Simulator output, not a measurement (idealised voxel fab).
process module | voxel fin reveal
cross-section cut | 245 nm wide | cells 5 nm
A cross-section is a grid of square cells, given in bands from the top down. A band is one or more rows of cells.
Each band's line starts with the height of the band's top and of its bottom, in nm. Then come its materials from left to right, each with its width in nm. One material with "throughout" fills the band from edge to edge. "air" is empty space.
Height 0 is the level under which the wafer as received is all one material. The lowest band goes on downwards, as in "0 down".
A width such as "30 to 40" changes by the same amount from each row of cells to the next, from the band's top row to its bottom row.
"no change" after a step means that no cell of the cross-section changed.
closed voids: empty space of 8 cells or more with no open way to the top, each as width x height at its distance from the left edge, in nm
after a step's settings: what the simulator itself notes on the step
overlay nm, on a step with a mask: how far to the right of its planned place the mask lay; to the left if negative
plan
1 op RECEIVE | material Si
2 op CONFORMAL_DEP | material SiN | thk nm 5
3 op PATTERN | tone cover | mask id FINS | material resist | width nm 15 | pitch nm 35 | thk nm 20 | overlay nm 0
4 op DIRECTIONAL_ETCH | etch materials SiN | depth nm 5
5 op DIRECTIONAL_ETCH | etch materials Si | depth nm 40
6 op STRIP | etch materials resist
7 op OXIDIZE | depth nm 5
8 op FILL_DEP | material SiO2 | thk nm 15
9 op CMP | height nm 5
10 op SELECTIVE_ETCH | etch materials SiO2 | depth nm 20
11 op STRIP | etch materials SiN
as received, after step 1
  0 down: Si throughout
  closed voids: none
first wafer at the end, as planned
  0 to -15: air 85 | Si 5 | air 30 | Si 5 | air 30 | Si 5 | air 85
  -15 to -45: SiO2 85 | Si 5 | SiO2 30 | Si 5 | SiO2 30 | Si 5 | SiO2 85
  -45 down: Si throughout
  closed voids: none
second wafer at the end: like start, like plan, one mistake
  0 to -35: air 85 | Si 5 | air 30 | Si 5 | air 30 | Si 5 | air 85
  -35 to -45: SiO2 85 | Si 5 | SiO2 30 | Si 5 | SiO2 30 | Si 5 | SiO2 85
  -45 down: Si throughout
  closed voids: none
what went wrong: step 10 was run twice
at the end the second wafer has, in cells: 184 fewer of SiO2
